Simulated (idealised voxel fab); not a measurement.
The document below concerns the process module designated voxel ribs on slabs.
This is section cut - it's 155 nm across, gridded in 5 nm square cells.
Cross-section, as written here: a square-cell grid given band by band from the top down, where a band holds one or more rows of cells.
Top, bottom (nm), then materials left to right with widths (nm); lone material tagged "edge to edge" fills the whole band edge to edge; "blank" = empty space.
Note: height 0 marks the level under which the wafer is uniformly one material as received. Lowest band unbounded below, written "0 -> down".
The width entry "30 to 40" should be interpreted row by row: the top row of cells in the band takes the first number, the bottom row takes the second number, and the change between adjacent rows is uniform throughout.
What does "changes: none" mean for a step? It means no cell of the cross-section changed in that step.
You'll see "Catalogued sealed voids" listing empty spaces that have no way open to the top, as long as they're 8 cells or more; the notation is width x height at distance, where the distance is from the left edge, and all of it is in nm.
Whatever follows a step's settings on its line is a remark the simulator itself makes about that step.
Among the settings permitted on a step's line is "overlay nm"; applied to a step with a mask, it specifies the extent to which the mask lay to the right of its planned position, whereas a negative figure signifies a position to the left.
[This section lists the process steps that were planned]
step 1: RECEIVE | material Si
step 2: DIRECTIONAL_DEP | material SiO2 | thk nm 20
step 3: DIRECTIONAL_DEP | material SiN | thk nm 15
step 4: DIRECTIONAL_DEP | material aC | thk nm 10
step 5: PATTERN | tone cover | mask id RIB | material resist | width nm 30 | thk nm 30 | overlay nm 0
step 6: DIRECTIONAL_ETCH | etch materials aC | depth nm 10
step 7: STRIP | etch materials resist
step 8: DIRECTIONAL_ETCH | etch materials SiN | depth nm 10
step 9: STRIP | etch materials aC
step 10: DIRECTIONAL_DEP | material aC | thk nm 15
step 11: PATTERN | tone cover | mask id SLAB | material resist | width nm 90 | thk nm 35 | overlay nm 0
step 12: DIRECTIONAL_ETCH | etch materials aC | depth nm 15
step 13: STRIP | etch materials resist
step 14: DIRECTIONAL_ETCH | etch materials SiN | depth nm 5
step 15: STRIP | etch materials aC
step 16: FILL_DEP | material SiO2 | thk nm 25
step 17: CMP | height nm 50
step 18: DIRECTIONAL_DEP | material W | thk nm 10
step 19: DIRECTIONAL_DEP | material aC | thk nm 15
step 20: PATTERN | tone cover | mask id HEATER | material resist | width nm 40 | thk nm 35 | overlay nm 0
step 21: DIRECTIONAL_ETCH | etch materials aC | depth nm 15
step 22: STRIP | etch materials resist
step 23: DIRECTIONAL_ETCH | etch materials W | depth nm 10
step 24: STRIP | etch materials aC
step 25: CONFORMAL_DEP | material SiN | thk nm 10
[First of the two wafers, run per plan]
[Cross-section of the incoming wafer, state after step 1]
  0 -> down  Si edge to edge
  Catalogued sealed voids: none
[The wafer in cross-section once step 2 is complete]
  20 -> 0  SiO2 edge to edge
  Everything under 0 stays put, no change at all.
[The wafer in cross-section once step 3 is complete]
  35 -> 20  SiN edge to edge
  Everything under 20 stays put, no change at all.
[The wafer in cross-section once step 4 is complete]
  45 -> 35  aC edge to edge
  Everything under 35 stays put, no change at all.
[The wafer in cross-section once step 5 is complete]
  75 -> 45  60 nm blank / 30 nm resist / 65 nm blank
  Everything under 45 stays put, no change at all.
[The wafer in cross-section once step 6 is complete]
  65 -> 45  60 nm blank / 30 nm resist / 65 nm blank
  45 -> 35  60 nm blank / 30 nm aC / 65 nm blank
  Everything under 35 stays put, no change at all.
[The wafer in cross-section once step 7 is complete]
  45 -> 35  60 nm blank / 30 nm aC / 65 nm blank
  Everything under 35 stays put, no change at all.
[The wafer in cross-section once step 8 is complete]
  45 -> 35  60 nm blank / 30 nm aC / 65 nm blank
  35 -> 25  60 nm blank / 30 nm SiN / 65 nm blank
  Everything under 25 stays put, no change at all.
[The wafer in cross-section once step 9 is complete]
  35 -> 25  60 nm blank / 30 nm SiN / 65 nm blank
  Everything under 25 stays put, no change at all.
[The wafer in cross-section once step 10 is complete]
  50 -> 40  60 nm blank / 30 nm aC / 65 nm blank
  40 -> 35  aC edge to edge
  35 -> 25  60 nm aC / 30 nm SiN / 65 nm aC
  Everything under 25 stays put, no change at all.
[The wafer in cross-section once step 11 is complete]
  85 -> 50  30 nm blank / 90 nm resist / 35 nm blank
  50 -> 40  30 nm blank / 30 nm resist / 30 nm aC / 30 nm resist / 35 nm blank
  Everything under 40 stays put, no change at all.
[The wafer in cross-section once step 12 is complete]
  70 -> 50  30 nm blank / 90 nm resist / 35 nm blank
  50 -> 40  30 nm blank / 30 nm resist / 30 nm aC / 30 nm resist / 35 nm blank
  40 -> 35  30 nm blank / 90 nm aC / 35 nm blank
  35 -> 25  30 nm blank / 30 nm aC / 30 nm SiN / 30 nm aC / 35 nm blank
  Everything under 25 stays put, no change at all.
[The wafer in cross-section once step 13 is complete]
  50 -> 40  60 nm blank / 30 nm aC / 65 nm blank
  Everything under 40 stays put, no change at all.
[The wafer in cross-section once step 14 is complete]
  50 -> 40  60 nm blank / 30 nm aC / 65 nm blank
  40 -> 35  30 nm blank / 90 nm aC / 35 nm blank
  35 -> 25  30 nm blank / 30 nm aC / 30 nm SiN / 30 nm aC / 35 nm blank
  25 -> 20  30 nm blank / 90 nm SiN / 35 nm blank
  Everything under 20 stays put, no change at all.
[The wafer in cross-section once step 15 is complete]
  35 -> 25  60 nm blank / 30 nm SiN / 65 nm blank
  Everything under 25 stays put, no change at all.
[The wafer in cross-section once step 16 is complete]
  60 -> 35  SiO2 edge to edge
  35 -> 25  60 nm SiO2 / 30 nm SiN / 65 nm SiO2
  25 -> 20  30 nm SiO2 / 90 nm SiN / 35 nm SiO2
  Everything under 20 stays put, no change at all.
[The wafer in cross-section once step 17 is complete]
  50 -> 35  SiO2 edge to edge
  Everything under 35 stays put, no change at all.
[The wafer in cross-section once step 18 is complete]
  60 -> 50  W edge to edge
  Everything under 50 stays put, no change at all.
[The wafer in cross-section once step 19 is complete]
  75 -> 60  aC edge to edge
  Everything under 60 stays put, no change at all.
[The wafer in cross-section once step 20 is complete]
  110 -> 75  55 nm blank / 40 nm resist / 60 nm blank
  Everything under 75 stays put, no change at all.
[The wafer in cross-section once step 21 is complete]
  95 -> 75  55 nm blank / 40 nm resist / 60 nm blank
  75 -> 60  55 nm blank / 40 nm aC / 60 nm blank
  Everything under 60 stays put, no change at all.
[The wafer in cross-section once step 22 is complete]
  75 -> 60  55 nm blank / 40 nm aC / 60 nm blank
  Everything under 60 stays put, no change at all.
[The wafer in cross-section once step 23 is complete]
  75 -> 60  55 nm blank / 40 nm aC / 60 nm blank
  60 -> 50  55 nm blank / 40 nm W / 60 nm blank
  Everything under 50 stays put, no change at all.
[The wafer in cross-section once step 24 is complete]
  60 -> 50  55 nm blank / 40 nm W / 60 nm blank
  Everything under 50 stays put, no change at all.
[The wafer in cross-section once step 25 is complete]
  70 -> 60  45 nm blank / 60 nm SiN / 50 nm blank
  60 -> 50  55 nm SiN / 40 nm W / 60 nm SiN
  Everything under 50 stays put, no change at all.
[Wafer two. Same start, same plan, one slip in execution. Same as wafer one through step 1, inclusive]
[Second wafer, cut view, end of step 2 per plan]
  20 -> 0  W edge to edge
  Everything under 0 stays put, no change at all.
[Second wafer, cut view, end of step 3 per plan]
  35 -> 20  SiN edge to edge
  Everything under 20 stays put, no change at all.
[Second wafer, cut view, end of step 4 per plan]
  45 -> 35  aC edge to edge
  Everything under 35 stays put, no change at all.
[Second wafer, cut view, end of step 5 per plan]
  75 -> 45  60 nm blank / 30 nm resist / 65 nm blank
  Everything under 45 stays put, no change at all.
[Second wafer, cut view, end of step 6 per plan]
  65 -> 45  60 nm blank / 30 nm resist / 65 nm blank
  45 -> 35  60 nm blank / 30 nm aC / 65 nm blank
  Everything under 35 stays put, no change at all.
[Second wafer, cut view, end of step 7 per plan]
  45 -> 35  60 nm blank / 30 nm aC / 65 nm blank
  Everything under 35 stays put, no change at all.
[Second wafer, cut view, end of step 8 per plan]
  45 -> 35  60 nm blank / 30 nm aC / 65 nm blank
  35 -> 25  60 nm blank / 30 nm SiN / 65 nm blank
  Everything under 25 stays put, no change at all.
[Second wafer, cut view, end of step 9 per plan]
  35 -> 25  60 nm blank / 30 nm SiN / 65 nm blank
  Everything under 25 stays put, no change at all.
[Second wafer, cut view, end of step 10 per plan]
  50 -> 40  60 nm blank / 30 nm aC / 65 nm blank
  40 -> 35  aC edge to edge
  35 -> 25  60 nm aC / 30 nm SiN / 65 nm aC
  Everything under 25 stays put, no change at all.
[Second wafer, cut view, end of step 11 per plan]
  85 -> 50  30 nm blank / 90 nm resist / 35 nm blank
  50 -> 40  30 nm blank / 30 nm resist / 30 nm aC / 30 nm resist / 35 nm blank
  Everything under 40 stays put, no change at all.
[Second wafer, cut view, end of step 12 per plan]
  70 -> 50  30 nm blank / 90 nm resist / 35 nm blank
  50 -> 40  30 nm blank / 30 nm resist / 30 nm aC / 30 nm resist / 35 nm blank
  40 -> 35  30 nm blank / 90 nm aC / 35 nm blank
  35 -> 25  30 nm blank / 30 nm aC / 30 nm SiN / 30 nm aC / 35 nm blank
  Everything under 25 stays put, no change at all.
[Second wafer, cut view, end of step 13 per plan]
  50 -> 40  60 nm blank / 30 nm aC / 65 nm blank
  Everything under 40 stays put, no change at all.
[Second wafer, cut view, end of step 14 per plan]
  50 -> 40  60 nm blank / 30 nm aC / 65 nm blank
  40 -> 35  30 nm blank / 90 nm aC / 35 nm blank
  35 -> 25  30 nm blank / 30 nm aC / 30 nm SiN / 30 nm aC / 35 nm blank
  25 -> 20  30 nm blank / 90 nm SiN / 35 nm blank
  Everything under 20 stays put, no change at all.
[Second wafer, cut view, end of step 15 per plan]
  35 -> 25  60 nm blank / 30 nm SiN / 65 nm blank
  Everything under 25 stays put, no change at all.
[Second wafer, cut view, end of step 16 per plan]
  60 -> 35  SiO2 edge to edge
  35 -> 25  60 nm SiO2 / 30 nm SiN / 65 nm SiO2
  25 -> 20  30 nm SiO2 / 90 nm SiN / 35 nm SiO2
  Everything under 20 stays put, no change at all.
[Second wafer, cut view, end of step 17 per plan]
  50 -> 35  SiO2 edge to edge
  Everything under 35 stays put, no change at all.
[Second wafer, cut view, end of step 18 per plan]
  60 -> 50  W edge to edge
  Everything under 50 stays put, no change at all.
[Second wafer, cut view, end of step 19 per plan]
  75 -> 60  aC edge to edge
  Everything under 60 stays put, no change at all.
[Second wafer, cut view, end of step 20 per plan]
  110 -> 75  55 nm blank / 40 nm resist / 60 nm blank
  Everything under 75 stays put, no change at all.
[Second wafer, cut view, end of step 21 per plan]
  95 -> 75  55 nm blank / 40 nm resist / 60 nm blank
  75 -> 60  55 nm blank / 40 nm aC / 60 nm blank
  Everything under 60 stays put, no change at all.
[Second wafer, cut view, end of step 22 per plan]
  75 -> 60  55 nm blank / 40 nm aC / 60 nm blank
  Everything under 60 stays put, no change at all.
[Second wafer, cut view, end of step 23 per plan]
  75 -> 60  55 nm blank / 40 nm aC / 60 nm blank
  60 -> 50  55 nm blank / 40 nm W / 60 nm blank
  Everything under 50 stays put, no change at all.
[Second wafer, cut view, end of step 24 per plan]
  60 -> 50  55 nm blank / 40 nm W / 60 nm blank
  Everything under 50 stays put, no change at all.
[Second wafer, cut view, end of step 25 per plan]
  70 -> 60  45 nm blank / 60 nm SiN / 50 nm blank
  60 -> 50  55 nm SiN / 40 nm W / 60 nm SiN
  Everything under 50 stays put, no change at all.
What went wrong in running the wafer? step 2 was processed under conditions differing from the plan, specifically as DIRECTIONAL_DEP | material W | thk nm 20
Once processing is complete, comparing cell counts shows that the second wafer has more or fewer of certain materials than the first: SiO2: 124 fewer; W: 124 more
